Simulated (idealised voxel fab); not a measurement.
The following is a process module called voxel released beams.
This is section cut - it's 290 nm across, gridded in 5 nm square cells.
In what follows, cross-sections appear as grids of square cells, described through bands that run from the top down, where every band is one or more rows of cells. For a band, the entry starts with two heights in nm, that of the top and then that of the bottom, and carries on with the band's materials in order from left to right, each alongside its width in nm; the word "throughout" beside a single material means it fills the band edge to edge, and "blank" means empty space. Where do heights start? At 0: under that level the wafer as delivered is made of one material only. And the lowest band has no floor; it just carries on downward, as in "0 and below". It should be noted that a width expressed as "30 to 40" varies in equal increments from row to row of cells within the band, taking the value of the first number at the top row and that of the second number at the bottom row. You'll sometimes find "remained the same" written for a step, and that's the way of saying that nowhere in the cross-section did a cell change during that step. "Closed empty spaces" means: voids of 8 cells or more that are shut off from the top with no open way through. Written width x height at distance, distance from the left edge, in nm. Text after the settings on a step's line: the simulator's own remark on that step. What "overlay nm" on a step's line means: if the step has a mask, that mask lay this far to the right of its planned place, or, when the value is negative, to the left. Each pair below shows a cross-section before one step and the cross-section after it, down to the lowest band that changed. The line under each pair gives the step between them, with its settings. The pairs can come from different runs of this module on the same starting wafer, so a pair continues from the pair above only where its "Pre-process state" says so.

-- Pre-process state
    0 and below | Si throughout
    Closed empty spaces: none

-- Post-Process Section
    10 down to 0 | SiN throughout
    Anything lower than 0 is untouched.
    Closed empty spaces: none
Can you say which step sits between the two cross-sections above? CONFORMAL_DEP with material SiN, thk nm 10

Pre-process state: equal to the after panel directly above.

-- Post-Process Section
    20 down to 10 | SiO2 throughout
    Anything lower than 10 is untouched.
    Closed empty spaces: none
Can you say which step sits between the two cross-sections above? DIRECTIONAL_DEP with material SiO2, thk nm 10

Pre-process state: equal to the after panel directly above.

-- Post-Process Section
    20 down to 10 | 95 nm SiO2, then 40 nm blank, then 155 nm SiO2
    Anything lower than 10 is untouched.
    Closed empty spaces: none
Can you say which step sits between the two cross-sections above? MASKED_ETCH with tone open, mask id ANCHOR, width nm 40, etch materials SiO2, depth nm 10, overlay nm 0

Pre-process state: equal to the after panel directly above.

-- Post-Process Section
    35 down to 25 | 110 nm TiN, then 10 nm blank, then 170 nm TiN
    25 down to 20 | TiN throughout
    20 down to 10 | 95 nm SiO2, then 40 nm TiN, then 155 nm SiO2
    Anything lower than 10 is untouched.
    Closed empty spaces: none
Can you say which step sits between the two cross-sections above? CONFORMAL_DEP with material TiN, thk nm 15

Pre-process state: equal to the after panel directly above.

-- Post-Process Section
    50 down to 40 | 110 nm aC, then 10 nm blank, then 170 nm aC
    40 down to 35 | aC throughout
    35 down to 25 | 110 nm TiN, then 10 nm aC, then 170 nm TiN
    Anything lower than 25 is untouched.
    Closed empty spaces: none
Can you say which step sits between the two cross-sections above? DIRECTIONAL_DEP with material aC, thk nm 15

Pre-process state: equal to the after panel directly above.

-- Post-Process Section
    85 down to 50 | 90 nm blank, then 100 nm resist, then 100 nm blank
    50 down to 40 | 110 nm aC, then 10 nm resist, then 170 nm aC
    Anything lower than 40 is untouched.
    Closed empty spaces: none
Can you say which step sits between the two cross-sections above? PATTERN with tone cover, mask id BEAM, material resist, width nm 100, thk nm 35, overlay nm 0

Pre-process state: equal to the after panel directly above.

-- Post-Process Section
    70 down to 50 | 90 nm blank, then 100 nm resist, then 100 nm blank
    50 down to 40 | 90 nm blank, then 20 nm aC, then 10 nm resist, then 70 nm aC, then 100 nm blank
    40 down to 35 | 90 nm blank, then 100 nm aC, then 100 nm blank
    Anything lower than 35 is untouched.
    Closed empty spaces: none
Can you say which step sits between the two cross-sections above? DIRECTIONAL_ETCH with etch materials aC, depth nm 15

Pre-process state: equal to the after panel directly above.

-- Post-Process Section
    50 down to 40 | 90 nm blank, then 20 nm aC, then 10 nm blank, then 70 nm aC, then 100 nm blank
    Anything lower than 40 is untouched.
    Closed empty spaces: none
Can you say which step sits between the two cross-sections above? STRIP with etch materials resist

Pre-process state: equal to the after panel directly above.

-- Post-Process Section
    50 down to 40 | 90 nm blank, then 20 nm aC, then 10 nm blank, then 70 nm aC, then 100 nm blank
    40 down to 35 | 90 nm blank, then 100 nm aC, then 100 nm blank
    35 down to 25 | 90 nm blank, then 20 nm TiN, then 10 nm aC, then 70 nm TiN, then 100 nm blank
    25 down to 20 | 90 nm blank, then 100 nm TiN, then 100 nm blank
    Anything lower than 20 is untouched.
    Closed empty spaces: none
Can you say which step sits between the two cross-sections above? DIRECTIONAL_ETCH with etch materials TiN, depth nm 15

Pre-process state: equal to the after panel directly above.

-- Post-Process Section
    35 down to 25 | 90 nm blank, then 20 nm TiN, then 10 nm blank, then 70 nm TiN, then 100 nm blank
    Anything lower than 25 is untouched.
    Closed empty spaces: none
Can you say which step sits between the two cross-sections above? STRIP with etch materials aC

Pre-process state: equal to the after panel directly above.

-- Post-Process Section
    35 down to 25 | 90 nm blank, then 20 nm TiN, then 10 nm blank, then 70 nm TiN, then 100 nm blank
    25 down to 20 | 90 nm blank, then 100 nm TiN, then 100 nm blank
    20 down to 10 | 95 nm blank, then 40 nm TiN, then 155 nm blank
    Anything lower than 10 is untouched.
    Closed empty spaces: none
Can you say which step sits between the two cross-sections above? STRIP with etch materials SiO2

-- Pre-process state
    10 down to 0 | SiN throughout
    0 and below | Si throughout
    Closed empty spaces: none

-- Post-Process Section
    25 down to 10 | TiN throughout
    Anything lower than 10 is untouched.
    Closed empty spaces: none
Can you say which step sits between the two cross-sections above? CONFORMAL_DEP with material TiN, thk nm 15

Pre-process state: equal to the after panel directly above.

-- Post-Process Section
    40 down to 25 | aC throughout
    Anything lower than 25 is untouched.
    Closed empty spaces: none
Can you say which step sits between the two cross-sections above? DIRECTIONAL_DEP with material aC, thk nm 15

Pre-process state: equal to the after panel directly above.

-- Post-Process Section
    75 down to 40 | 90 nm blank, then 100 nm resist, then 100 nm blank
    Anything lower than 40 is untouched.
    Closed empty spaces: none
Can you say which step sits between the two cross-sections above? PATTERN with tone cover, mask id BEAM, material resist, width nm 100, thk nm 35, overlay nm 0

Pre-process state: equal to the after panel directly above.

-- Post-Process Section
    60 down to 40 | 90 nm blank, then 100 nm resist, then 100 nm blank
    40 down to 25 | 90 nm blank, then 100 nm aC, then 100 nm blank
    Anything lower than 25 is untouched.
    Closed empty spaces: none
Can you say which step sits between the two cross-sections above? DIRECTIONAL_ETCH with etch materials aC, depth nm 15

Pre-process state: equal to the after panel directly above.

-- Post-Process Section
    40 down to 25 | 90 nm blank, then 100 nm aC, then 100 nm blank
    Anything lower than 25 is untouched.
    Closed empty spaces: none
Can you say which step sits between the two cross-sections above? STRIP with etch materials resist

Pre-process state: equal to the after panel directly above.

-- Post-Process Section
    40 down to 25 | 90 nm blank, then 100 nm aC, then 100 nm blank
    25 down to 10 | 90 nm blank, then 100 nm TiN, then 100 nm blank
    Anything lower than 10 is untouched.
    Closed empty spaces: none
Can you say which step sits between the two cross-sections above? DIRECTIONAL_ETCH with etch materials TiN, depth nm 15

Pre-process state: equal to the after panel directly above.

-- Post-Process Section
    25 down to 10 | 90 nm blank, then 100 nm TiN, then 100 nm blank
    Anything lower than 10 is untouched.
    Closed empty spaces: none
Can you say which step sits between the two cross-sections above? STRIP with etch materials aC

-- Pre-process state
    35 down to 25 | 110 nm TiN, then 10 nm blank, then 170 nm TiN
    25 down to 20 | TiN throughout
    20 down to 10 | 95 nm SiO2, then 40 nm TiN, then 155 nm SiO2
    10 down to 0 | SiN throughout
    0 and below | Si throughout
    Closed empty spaces: none

-- Post-Process Section
    50 down to 20 | TiN throughout
    Anything lower than 20 is untouched.
    Closed empty spaces: none
Can you say which step sits between the two cross-sections above? CONFORMAL_DEP with material TiN, thk nm 15

Pre-process state: equal to the after panel directly above.

-- Post-Process Section
    65 down to 50 | aC throughout
    Anything lower than 50 is untouched.
    Closed empty spaces: none
Can you say which step sits between the two cross-sections above? DIRECTIONAL_DEP with material aC, thk nm 15

Pre-process state: equal to the after panel directly above.

-- Post-Process Section
    100 down to 65 | 90 nm blank, then 100 nm resist, then 100 nm blank
    Anything lower than 65 is untouched.
    Closed empty spaces: none
Can you say which step sits between the two cross-sections above? PATTERN with tone cover, mask id BEAM, material resist, width nm 100, thk nm 35, overlay nm 0

Pre-process state: equal to the after panel directly above.

-- Post-Process Section
    85 down to 65 | 90 nm blank, then 100 nm resist, then 100 nm blank
    65 down to 50 | 90 nm blank, then 100 nm aC, then 100 nm blank
    Anything lower than 50 is untouched.
    Closed empty spaces: none
Can you say which step sits between the two cross-sections above? DIRECTIONAL_ETCH with etch materials aC, depth nm 15

Pre-process state: equal to the after panel directly above.

-- Post-Process Section
    65 down to 50 | 90 nm blank, then 100 nm aC, then 100 nm blank
    Anything lower than 50 is untouched.
    Closed empty spaces: none
Can you say which step sits between the two cross-sections above? STRIP with etch materials resist

Pre-process state: equal to the after panel directly above.

-- Post-Process Section
    65 down to 50 | 90 nm blank, then 100 nm aC, then 100 nm blank
    50 down to 35 | 90 nm blank, then 100 nm TiN, then 100 nm blank
    Anything lower than 35 is untouched.
    Closed empty spaces: none
Can you say which step sits between the two cross-sections above? DIRECTIONAL_ETCH with etch materials TiN, depth nm 15

Pre-process state: equal to the after panel directly above.

-- Post-Process Section
    50 down to 35 | 90 nm blank, then 100 nm TiN, then 100 nm blank
    Anything lower than 35 is untouched.
    Closed empty spaces: none
Can you say which step sits between the two cross-sections above? STRIP with etch materials aC

-- Pre-process state
    0 and below | Si throughout
    Closed empty spaces: none

-- Post-Process Section
    10 down to 0 | SiO2 throughout
    Anything lower than 0 is untouched.
    Closed empty spaces: none
Can you say which step sits between the two cross-sections above? DIRECTIONAL_DEP with material SiO2, thk nm 10

Pre-process state: equal to the after panel directly above.

-- Post-Process Section
    20 down to 10 | SiN throughout
    Anything lower than 10 is untouched.
    Closed empty spaces: none
Can you say which step sits between the two cross-sections above? CONFORMAL_DEP with material SiN, thk nm 10

Pre-process state: equal to the after panel directly above.

-- Post-Process Section
    35 down to 20 | TiN throughout
    Anything lower than 20 is untouched.
    Closed empty spaces: none
Can you say which step sits between the two cross-sections above? CONFORMAL_DEP with material TiN, thk nm 15

Pre-process state: equal to the after panel directly above.

-- Post-Process Section
    50 down to 35 | aC throughout
    Anything lower than 35 is untouched.
    Closed empty spaces: none
Can you say which step sits between the two cross-sections above? DIRECTIONAL_DEP with material aC, thk nm 15

Pre-process state: equal to the after panel directly above.

-- Post-Process Section
    85 down to 50 | 90 nm blank, then 100 nm resist, then 100 nm blank
    Anything lower than 50 is untouched.
    Closed empty spaces: none
Can you say which step sits between the two cross-sections above? PATTERN with tone cover, mask id BEAM, material resist, width nm 100, thk nm 35, overlay nm 0

Pre-process state: equal to the after panel directly above.

-- Post-Process Section
    70 down to 50 | 90 nm blank, then 100 nm resist, then 100 nm blank
    50 down to 35 | 90 nm blank, then 100 nm aC, then 100 nm blank
    Anything lower than 35 is untouched.
    Closed empty spaces: none
Can you say which step sits between the two cross-sections above? DIRECTIONAL_ETCH with etch materials aC, depth nm 15

Pre-process state: equal to the after panel directly above.

-- Post-Process Section
    50 down to 35 | 90 nm blank, then 100 nm aC, then 100 nm blank
    Anything lower than 35 is untouched.
    Closed empty spaces: none
Can you say which step sits between the two cross-sections above? STRIP with etch materials resist

Pre-process state: equal to the after panel directly above.

-- Post-Process Section
    50 down to 35 | 90 nm blank, then 100 nm aC, then 100 nm blank
    35 down to 20 | 90 nm blank, then 100 nm TiN, then 100 nm blank
    Anything lower than 20 is untouched.
    Closed empty spaces: none
Can you say which step sits between the two cross-sections above? DIRECTIONAL_ETCH with etch materials TiN, depth nm 15

Pre-process state: equal to the after panel directly above.

-- Post-Process Section
    35 down to 20 | 90 nm blank, then 100 nm TiN, then 100 nm blank
    Anything lower than 20 is untouched.
    Closed empty spaces: none
Can you say which step sits between the two cross-sections above? STRIP with etch materials aC

-- Pre-process state
    0 and below | Si throughout
    Closed empty spaces: none

-- Post-Process Section
    5 down to 0 | SiN throughout
    Anything lower than 0 is untouched.
    Closed empty spaces: none
Can you say which step sits between the two cross-sections above? CONFORMAL_DEP with material SiN, thk nm 5

Pre-process state: equal to the after panel directly above.

-- Post-Process Section
    15 down to 5 | SiO2 throughout
    Anything lower than 5 is untouched.
    Closed empty spaces: none
Can you say which step sits between the two cross-sections above? DIRECTIONAL_DEP with material SiO2, thk nm 10

Pre-process state: equal to the after panel directly above.

-- Post-Process Section
    15 down to 5 | 95 nm SiO2, then 40 nm blank, then 155 nm SiO2
    Anything lower than 5 is untouched.
    Closed empty spaces: none
Can you say which step sits between the two cross-sections above? MASKED_ETCH with tone open, mask id ANCHOR, width nm 40, etch materials SiO2, depth nm 10, overlay nm 0

Pre-process state: equal to the after panel directly above.

-- Post-Process Section
    30 down to 20 | 110 nm TiN, then 10 nm blank, then 170 nm TiN
    20 down to 15 | TiN throughout
    15 down to 5 | 95 nm SiO2, then 40 nm TiN, then 155 nm SiO2
    Anything lower than 5 is untouched.
    Closed empty spaces: none
Can you say which step sits between the two cross-sections above? CONFORMAL_DEP with material TiN, thk nm 15

Pre-process state: equal to the after panel directly above.

-- Post-Process Section
    45 down to 35 | 110 nm aC, then 10 nm blank, then 170 nm aC
    35 down to 30 | aC throughout
    30 down to 20 | 110 nm TiN, then 10 nm aC, then 170 nm TiN
    Anything lower than 20 is untouched.
    Closed empty spaces: none
Can you say which step sits between the two cross-sections above? DIRECTIONAL_DEP with material aC, thk nm 15

Pre-process state: equal to the after panel directly above.

-- Post-Process Section
    80 down to 45 | 90 nm blank, then 100 nm resist, then 100 nm blank
    45 down to 35 | 110 nm aC, then 10 nm resist, then 170 nm aC
    Anything lower than 35 is untouched.
    Closed empty spaces: none
Can you say which step sits between the two cross-sections above? PATTERN with tone cover, mask id BEAM, material resist, width nm 100, thk nm 35, overlay nm 0

Pre-process state: equal to the after panel directly above.

-- Post-Process Section
    65 down to 45 | 90 nm blank, then 100 nm resist, then 100 nm blank
    45 down to 35 | 90 nm blank, then 20 nm aC, then 10 nm resist, then 70 nm aC, then 100 nm blank
    35 down to 30 | 90 nm blank, then 100 nm aC, then 100 nm blank
    Anything lower than 30 is untouched.
    Closed empty spaces: none
Can you say which step sits between the two cross-sections above? DIRECTIONAL_ETCH with etch materials aC, depth nm 15

Pre-process state: equal to the after panel directly above.

-- Post-Process Section
    45 down to 35 | 90 nm blank, then 20 nm aC, then 10 nm blank, then 70 nm aC, then 100 nm blank
    Anything lower than 35 is untouched.
    Closed empty spaces: none
Can you say which step sits between the two cross-sections above? STRIP with etch materials resist

Pre-process state: equal to the after panel directly above.

-- Post-Process Section
    45 down to 35 | 90 nm blank, then 20 nm aC, then 10 nm blank, then 70 nm aC, then 100 nm blank
    35 down to 30 | 90 nm blank, then 100 nm aC, then 100 nm blank
    30 down to 20 | 90 nm blank, then 20 nm TiN, then 10 nm aC, then 70 nm TiN, then 100 nm blank
    20 down to 15 | 90 nm blank, then 100 nm TiN, then 100 nm blank
    Anything lower than 15 is untouched.
    Closed empty spaces: none
Can you say which step sits between the two cross-sections above? DIRECTIONAL_ETCH with etch materials TiN, depth nm 15

Pre-process state: equal to the after panel directly above.

-- Post-Process Section
    30 down to 20 | 90 nm blank, then 20 nm TiN, then 10 nm blank, then 70 nm TiN, then 100 nm blank
    Anything lower than 20 is untouched.
    Closed empty spaces: none
Can you say which step sits between the two cross-sections above? STRIP with etch materials aC

Pre-process state: equal to the after panel directly above.

-- Post-Process Section
    30 down to 20 | 90 nm blank, then 20 nm TiN, then 10 nm blank, then 70 nm TiN, then 100 nm blank
    20 down to 15 | 90 nm blank, then 100 nm TiN, then 100 nm blank
    15 down to 5 | 95 nm blank, then 40 nm TiN, then 155 nm blank
    Anything lower than 5 is untouched.
    Closed empty spaces: none
Can you say which step sits between the two cross-sections above? STRIP with etch materials SiO2

-- Pre-process state
    50 down to 40 | 110 nm aC, then 10 nm blank, then 170 nm aC
    40 down to 35 | aC throughout
    35 down to 25 | 110 nm TiN, then 10 nm aC, then 170 nm TiN
    25 down to 20 | TiN throughout
    20 down to 10 | 95 nm SiO2, then 40 nm TiN, then 155 nm SiO2
    10 down to 0 | SiN throughout
    0 and below | Si throughout
    Closed empty spaces: none

-- Post-Process Section
    85 down to 50 | 95 nm blank, then 95 nm resist, then 100 nm blank
    50 down to 40 | 110 nm aC, then 10 nm resist, then 170 nm aC
    Anything lower than 40 is untouched.
    Closed empty spaces: none
Can you say which step sits between the two cross-sections above? PATTERN with tone cover, mask id BEAM, material resist, width nm 95, thk nm 35, overlay nm 0

Pre-process state: equal to the after panel directly above.

-- Post-Process Section
    70 down to 50 | 95 nm blank, then 95 nm resist, then 100 nm blank
    50 down to 40 | 95 nm blank, then 15 nm aC, then 10 nm resist, then 70 nm aC, then 100 nm blank
    40 down to 35 | 95 nm blank, then 95 nm aC, then 100 nm blank
    Anything lower than 35 is untouched.
    Closed empty spaces: none
Can you say which step sits between the two cross-sections above? DIRECTIONAL_ETCH with etch materials aC, depth nm 15

Pre-process state: equal to the after panel directly above.

-- Post-Process Section
    50 down to 40 | 95 nm blank, then 15 nm aC, then 10 nm blank, then 70 nm aC, then 100 nm blank
    Anything lower than 40 is untouched.
    Closed empty spaces: none
Can you say which step sits between the two cross-sections above? STRIP with etch materials resist

Pre-process state: equal to the after panel directly above.

-- Post-Process Section
    50 down to 40 | 95 nm blank, then 15 nm aC, then 10 nm blank, then 70 nm aC, then 100 nm blank
    40 down to 35 | 95 nm blank, then 95 nm aC, then 100 nm blank
    35 down to 25 | 95 nm blank, then 15 nm TiN, then 10 nm aC, then 70 nm TiN, then 100 nm blank
    25 down to 20 | 95 nm blank, then 95 nm TiN, then 100 nm blank
    Anything lower than 20 is untouched.
    Closed empty spaces: none
Can you say which step sits between the two cross-sections above? DIRECTIONAL_ETCH with etch materials TiN, depth nm 15

Pre-process state: equal to the after panel directly above.

-- Post-Process Section
    35 down to 25 | 95 nm blank, then 15 nm TiN, then 10 nm blank, then 70 nm TiN, then 100 nm blank
    Anything lower than 25 is untouched.
    Closed empty spaces: none
Can you say which step sits between the two cross-sections above? STRIP with etch materials aC

Pre-process state: equal to the after panel directly above.

-- Post-Process Section
    35 down to 25 | 95 nm blank, then 15 nm TiN, then 10 nm blank, then 70 nm TiN, then 100 nm blank
    25 down to 20 | 95 nm blank, then 95 nm TiN, then 100 nm blank
    20 down to 10 | 95 nm blank, then 40 nm TiN, then 155 nm blank
    Anything lower than 10 is untouched.
    Closed empty spaces: none
Can you say which step sits between the two cross-sections above? STRIP with etch materials SiO2

-- Pre-process state
    20 down to 10 | SiO2 throughout
    10 down to 0 | SiN throughout
    0 and below | Si throughout
    Closed empty spaces: none

-- Post-Process Section
    20 down to 10 | 90 nm SiO2, then 40 nm blank, then 160 nm SiO2
    Anything lower than 10 is untouched.
    Closed empty spaces: none
Can you say which step sits between the two cross-sections above? MASKED_ETCH with tone open, mask id ANCHOR, width nm 40, etch materials SiO2, depth nm 10, overlay nm -5

Pre-process state: equal to the after panel directly above.

-- Post-Process Section
    35 down to 25 | 105 nm TiN, then 10 nm blank, then 175 nm TiN
    25 down to 20 | TiN throughout
    20 down to 10 | 90 nm SiO2, then 40 nm TiN, then 160 nm SiO2
    Anything lower than 10 is untouched.
    Closed empty spaces: none
Can you say which step sits between the two cross-sections above? CONFORMAL_DEP with material TiN, thk nm 15

Pre-process state: equal to the after panel directly above.

-- Post-Process Section
    50 down to 40 | 105 nm aC, then 10 nm blank, then 175 nm aC
    40 down to 35 | aC throughout
    35 down to 25 | 105 nm TiN, then 10 nm aC, then 175 nm TiN
    Anything lower than 25 is untouched.
    Closed empty spaces: none
Can you say which step sits between the two cross-sections above? DIRECTIONAL_DEP with material aC, thk nm 15

Pre-process state: equal to the after panel directly above.

-- Post-Process Section
    85 down to 50 | 90 nm blank, then 100 nm resist, then 100 nm blank
    50 down to 40 | 105 nm aC, then 10 nm resist, then 175 nm aC
    Anything lower than 40 is untouched.
    Closed empty spaces: none
Can you say which step sits between the two cross-sections above? PATTERN with tone cover, mask id BEAM, material resist, width nm 100, thk nm 35, overlay nm 0

Pre-process state: equal to the after panel directly above.

-- Post-Process Section
    70 down to 50 | 90 nm blank, then 100 nm resist, then 100 nm blank
    50 down to 40 | 90 nm blank, then 15 nm aC, then 10 nm resist, then 75 nm aC, then 100 nm blank
    40 down to 35 | 90 nm blank, then 100 nm aC, then 100 nm blank
    Anything lower than 35 is untouched.
    Closed empty spaces: none
Can you say which step sits between the two cross-sections above? DIRECTIONAL_ETCH with etch materials aC, depth nm 15

Pre-process state: equal to the after panel directly above.

-- Post-Process Section
    50 down to 40 | 90 nm blank, then 15 nm aC, then 10 nm blank, then 75 nm aC, then 100 nm blank
    Anything lower than 40 is untouched.
    Closed empty spaces: none
Can you say which step sits between the two cross-sections above? STRIP with etch materials resist

Pre-process state: equal to the after panel directly above.

-- Post-Process Section
    50 down to 40 | 90 nm blank, then 15 nm aC, then 10 nm blank, then 75 nm aC, then 100 nm blank
    40 down to 35 | 90 nm blank, then 100 nm aC, then 100 nm blank
    35 down to 25 | 90 nm blank, then 15 nm TiN, then 10 nm aC, then 75 nm TiN, then 100 nm blank
    25 down to 20 | 90 nm blank, then 100 nm TiN, then 100 nm blank
    Anything lower than 20 is untouched.
    Closed empty spaces: none
Can you say which step sits between the two cross-sections above? DIRECTIONAL_ETCH with etch materials TiN, depth nm 15

Pre-process state: equal to the after panel directly above.

-- Post-Process Section
    35 down to 25 | 90 nm blank, then 15 nm TiN, then 10 nm blank, then 75 nm TiN, then 100 nm blank
    Anything lower than 25 is untouched.
    Closed empty spaces: none
Can you say which step sits between the two cross-sections above? STRIP with etch materials aC

Pre-process state: equal to the after panel directly above.

-- Post-Process Section
    35 down to 25 | 90 nm blank, then 15 nm TiN, then 10 nm blank, then 75 nm TiN, then 100 nm blank
    25 down to 20 | 90 nm blank, then 100 nm TiN, then 100 nm blank
    20 down to 10 | 90 nm blank, then 40 nm TiN, then 160 nm blank
    Anything lower than 10 is untouched.
    Closed empty spaces: none
Can you say which step sits between the two cross-sections above? STRIP with etch materials SiO2

-- Pre-process state
    20 down to 10 | 95 nm SiO2, then 40 nm blank, then 155 nm SiO2
    10 down to 0 | SiN throughout
    0 and below | Si throughout
    Closed empty spaces: none

-- Post-Process Section
    35 down to 25 | 110 nm SiN, then 10 nm blank, then 170 nm SiN
    25 down to 20 | SiN throughout
    20 down to 10 | 95 nm SiO2, then 40 nm SiN, then 155 nm SiO2
    Anything lower than 10 is untouched.
    Closed empty spaces: none
Can you say which step sits between the two cross-sections above? CONFORMAL_DEP with material SiN, thk nm 15

Pre-process state: equal to the after panel directly above.

-- Post-Process Section
    50 down to 40 | 110 nm aC, then 10 nm blank, then 170 nm aC
    40 down to 35 | aC throughout
    35 down to 25 | 110 nm SiN, then 10 nm aC, then 170 nm SiN
    Anything lower than 25 is untouched.
    Closed empty spaces: none
Can you say which step sits between the two cross-sections above? DIRECTIONAL_DEP with material aC, thk nm 15

Pre-process state: equal to the after panel directly above.

-- Post-Process Section
    85 down to 50 | 90 nm blank, then 100 nm resist, then 100 nm blank
    50 down to 40 | 110 nm aC, then 10 nm resist, then 170 nm aC
    Anything lower than 40 is untouched.
    Closed empty spaces: none
Can you say which step sits between the two cross-sections above? PATTERN with tone cover, mask id BEAM, material resist, width nm 100, thk nm 35, overlay nm 0

Pre-process state: equal to the after panel directly above.

-- Post-Process Section
    70 down to 50 | 90 nm blank, then 100 nm resist, then 100 nm blank
    50 down to 40 | 90 nm blank, then 20 nm aC, then 10 nm resist, then 70 nm aC, then 100 nm blank
    40 down to 35 | 90 nm blank, then 100 nm aC, then 100 nm blank
    Anything lower than 35 is untouched.
    Closed empty spaces: none
Can you say which step sits between the two cross-sections above? DIRECTIONAL_ETCH with etch materials aC, depth nm 15

Pre-process state: equal to the after panel directly above.

-- Post-Process Section
    50 down to 40 | 90 nm blank, then 20 nm aC, then 10 nm blank, then 70 nm aC, then 100 nm blank
    Anything lower than 40 is untouched.
    Closed empty spaces: none
Can you say which step sits between the two cross-sections above? STRIP with etch materials resist

Pre-process state: equal to the after panel directly above.

-- Post-Process Section
    35 down to 25 | 110 nm SiN, then 10 nm blank, then 170 nm SiN
    Anything lower than 25 is untouched.
    Closed empty spaces: none
Can you say which step sits between the two cross-sections above? STRIP with etch materials aC

-- Pre-process state
    20 down to 10 | SiO2 throughout
    10 down to 0 | SiN throughout
    0 and below | Si throughout
    Closed empty spaces: none

-- Post-Process Section
    20 down to 10 | 95 nm blank, then 40 nm SiO2, then 155 nm blank
    Anything lower than 10 is untouched.
    Closed empty spaces: none
Can you say which step sits between the two cross-sections above? MASKED_ETCH with tone cover, mask id ANCHOR, width nm 40, etch materials SiO2, depth nm 10, overlay nm 0

Pre-process state: equal to the after panel directly above.

-- Post-Process Section
    35 down to 25 | 80 nm blank, then 70 nm TiN, then 140 nm blank
    25 down to 20 | TiN throughout
    20 down to 10 | 95 nm TiN, then 40 nm SiO2, then 155 nm TiN
    Anything lower than 10 is untouched.
    Closed empty spaces: none
Can you say which step sits between the two cross-sections above? CONFORMAL_DEP with material TiN, thk nm 15

Pre-process state: equal to the after panel directly above.

-- Post-Process Section
    50 down to 40 | 80 nm blank, then 70 nm aC, then 140 nm blank
    40 down to 35 | aC throughout
    35 down to 25 | 80 nm aC, then 70 nm TiN, then 140 nm aC
    Anything lower than 25 is untouched.
    Closed empty spaces: none
Can you say which step sits between the two cross-sections above? DIRECTIONAL_DEP with material aC, thk nm 15

Pre-process state: equal to the after panel directly above.

-- Post-Process Section
    85 down to 50 | 90 nm blank, then 100 nm resist, then 100 nm blank
    50 down to 40 | 80 nm blank, then 70 nm aC, then 40 nm resist, then 100 nm blank
    Anything lower than 40 is untouched.
    Closed empty spaces: none
Can you say which step sits between the two cross-sections above? PATTERN with tone cover, mask id BEAM, material resist, width nm 100, thk nm 35, overlay nm 0

Pre-process state: equal to the after panel directly above.

-- Post-Process Section
    70 down to 50 | 90 nm blank, then 100 nm resist, then 100 nm blank
    50 down to 40 | 90 nm blank, then 60 nm aC, then 40 nm resist, then 100 nm blank
    40 down to 35 | 90 nm blank, then 100 nm aC, then 100 nm blank
    35 down to 25 | 80 nm blank, then 70 nm TiN, then 40 nm aC, then 100 nm blank
    Anything lower than 25 is untouched.
    Closed empty spaces: none
Can you say which step sits between the two cross-sections above? DIRECTIONAL_ETCH with etch materials aC, depth nm 15

Pre-process state: equal to the after panel directly above.

-- Post-Process Section
    50 down to 40 | 90 nm blank, then 60 nm aC, then 140 nm blank
    Anything lower than 40 is untouched.
    Closed empty spaces: none
Can you say which step sits between the two cross-sections above? STRIP with etch materials resist

Pre-process state: equal to the after panel directly above.

-- Post-Process Section
    50 down to 40 | 90 nm blank, then 60 nm aC, then 140 nm blank
    40 down to 35 | 90 nm blank, then 100 nm aC, then 100 nm blank
    35 down to 25 | 90 nm blank, then 60 nm TiN, then 40 nm aC, then 100 nm blank
    25 down to 20 | 90 nm blank, then 100 nm TiN, then 100 nm blank
    20 down to 10 | 80 nm blank, then 15 nm TiN, then 40 nm SiO2, then 55 nm TiN, then 100 nm blank
    Anything lower than 10 is untouched.
    Closed empty spaces: none
Can you say which step sits between the two cross-sections above? DIRECTIONAL_ETCH with etch materials TiN, depth nm 15

Pre-process state: equal to the after panel directly above.

-- Post-Process Section
    35 down to 25 | 90 nm blank, then 60 nm TiN, then 140 nm blank
    Anything lower than 25 is untouched.
    Closed empty spaces: none
Can you say which step sits between the two cross-sections above? STRIP with etch materials aC
